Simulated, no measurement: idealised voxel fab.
Process module in this document: voxel local oxidation
The figure presents cross-section cut, which has a width of 275 nm and is divided into square cells with an edge length of 5 nm.
The cross-sections in this document take the form of a grid made of square cells. They are written out as bands, in order from top to bottom. Each band consists of one or more rows of cells.
Heights first: top, then bottom, in nm. Then materials, left to right, each with a width in nm. "all across" on a single material: fills the band edge to edge. "air": empty space.
Heights from 0 (as-received wafer is one material below). Bottom band endless downward, as "from 0 down".
Graded width ("30 to 40"): value in top row of band = first number; value in bottom row = second number; row-to-row change constant.
Reading "remains unaltered" for a step: not a cell of the cross-section changed in it.
Heads up: "Closed cavity list" only lists the empty pockets with no open path to the top that are 8 cells or more, and it writes them as width x height at distance, distance from the left edge, in nm.
If you see something after the settings on a step's line, that's the simulator's own remark about that step.
"overlay nm" on a masked step: distance the mask lay right of its planned place, negative for left.
# List of planned process steps
1) RECEIVE with material Si
2) CONFORMAL_DEP with material SiO2, thk nm 5
3) CONFORMAL_DEP with material SiN, thk nm 15
4) PATTERN with tone cover, mask id ACTIVE, material resist, width nm 95, pitch nm 130, thk nm 20, overlay nm 0
5) DIRECTIONAL_ETCH with etch materials SiN, depth nm 15
6) STRIP with etch materials resist
7) SELECTIVE_ETCH with etch materials SiO2, depth nm 5
8) OXIDIZE with depth nm 15
9) STRIP with etch materials SiN
# Below: the first of two wafers, run as planned
# As received (post step 1): cross-section
    from 0 down | Si all across
    Closed cavity list: none
# After step 2, in cross-section
    from 5 to 0 | SiO2 all across
    For the remainder of the cross-section, below 0, there is no change.
# After step 3, in cross-section
    from 20 to 5 | SiN all across
    For the remainder of the cross-section, below 5, there is no change.
# After step 4, in cross-section
    from 40 to 20 | air 25 nm, then resist 95 nm, then air 35 nm, then resist 95 nm, then air 25 nm
    For the remainder of the cross-section, below 20, there is no change.
# After step 5, in cross-section
    from 40 to 20 | air 25 nm, then resist 95 nm, then air 35 nm, then resist 95 nm, then air 25 nm
    from 20 to 5 | air 25 nm, then SiN 95 nm, then air 35 nm, then SiN 95 nm, then air 25 nm
    For the remainder of the cross-section, below 5, there is no change.
# After step 6, in cross-section
    from 20 to 5 | air 25 nm, then SiN 95 nm, then air 35 nm, then SiN 95 nm, then air 25 nm
    For the remainder of the cross-section, below 5, there is no change.
# After step 7, in cross-section
    from 20 to 5 | air 25 nm, then SiN 95 nm, then air 35 nm, then SiN 95 nm, then air 25 nm
    from 5 to 0 | air 30 nm, then SiO2 85 nm, then air 45 nm, then SiO2 85 nm, then air 30 nm
    For the remainder of the cross-section, below 0, there is no change.
# After step 8, in cross-section
    from 20 to 5 | air 25 nm, then SiN 95 nm, then air 35 nm, then SiN 95 nm, then air 25 nm
    from 5 to 0 | air 30 nm, then SiO2 85 nm, then air 45 nm, then SiO2 85 nm, then air 30 nm
    from 0 to -15 | SiO2 45 nm, then Si 55 nm, then SiO2 75 nm, then Si 55 nm, then SiO2 45 nm
    For the remainder of the cross-section, below -15, there is no change.
# After step 9, in cross-section
    from 5 to 0 | air 30 nm, then SiO2 85 nm, then air 45 nm, then SiO2 85 nm, then air 30 nm
    For the remainder of the cross-section, below 0, there is no change.
# Second wafer: same start and same plan as the first, one execution error; identical to the first through step 3
# Second wafer at the planned finish of step 4, seen in cross-section
    from 40 to 20 | air 20 nm, then resist 95 nm, then air 35 nm, then resist 95 nm, then air 30 nm
    For the remainder of the cross-section, below 20, there is no change.
# Second wafer at the planned finish of step 5, seen in cross-section
    from 40 to 20 | air 20 nm, then resist 95 nm, then air 35 nm, then resist 95 nm, then air 30 nm
    from 20 to 5 | air 20 nm, then SiN 95 nm, then air 35 nm, then SiN 95 nm, then air 30 nm
    For the remainder of the cross-section, below 5, there is no change.
# Second wafer at the planned finish of step 6, seen in cross-section
    from 20 to 5 | air 20 nm, then SiN 95 nm, then air 35 nm, then SiN 95 nm, then air 30 nm
    For the remainder of the cross-section, below 5, there is no change.
# Second wafer at the planned finish of step 7, seen in cross-section
    from 20 to 5 | air 20 nm, then SiN 95 nm, then air 35 nm, then SiN 95 nm, then air 30 nm
    from 5 to 0 | air 25 nm, then SiO2 85 nm, then air 45 nm, then SiO2 85 nm, then air 35 nm
    For the remainder of the cross-section, below 0, there is no change.
# Second wafer at the planned finish of step 8, seen in cross-section
    from 20 to 5 | air 20 nm, then SiN 95 nm, then air 35 nm, then SiN 95 nm, then air 30 nm
    from 5 to 0 | air 25 nm, then SiO2 85 nm, then air 45 nm, then SiO2 85 nm, then air 35 nm
    from 0 to -15 | SiO2 40 nm, then Si 55 nm, then SiO2 75 nm, then Si 55 nm, then SiO2 50 nm
    For the remainder of the cross-section, below -15, there is no change.
# Second wafer at the planned finish of step 9, seen in cross-section
    from 5 to 0 | air 25 nm, then SiO2 85 nm, then air 45 nm, then SiO2 85 nm, then air 35 nm
    For the remainder of the cross-section, below 0, there is no change.
The plan and the run diverged here: contrary to plan, step 4 was performed as PATTERN with tone cover, mask id ACTIVE, material resist, width nm 95, pitch nm 130, thk nm 20, overlay nm -5
So at the finish, the second wafer's got exactly as many cells of each material as the first, just not in the same spots.
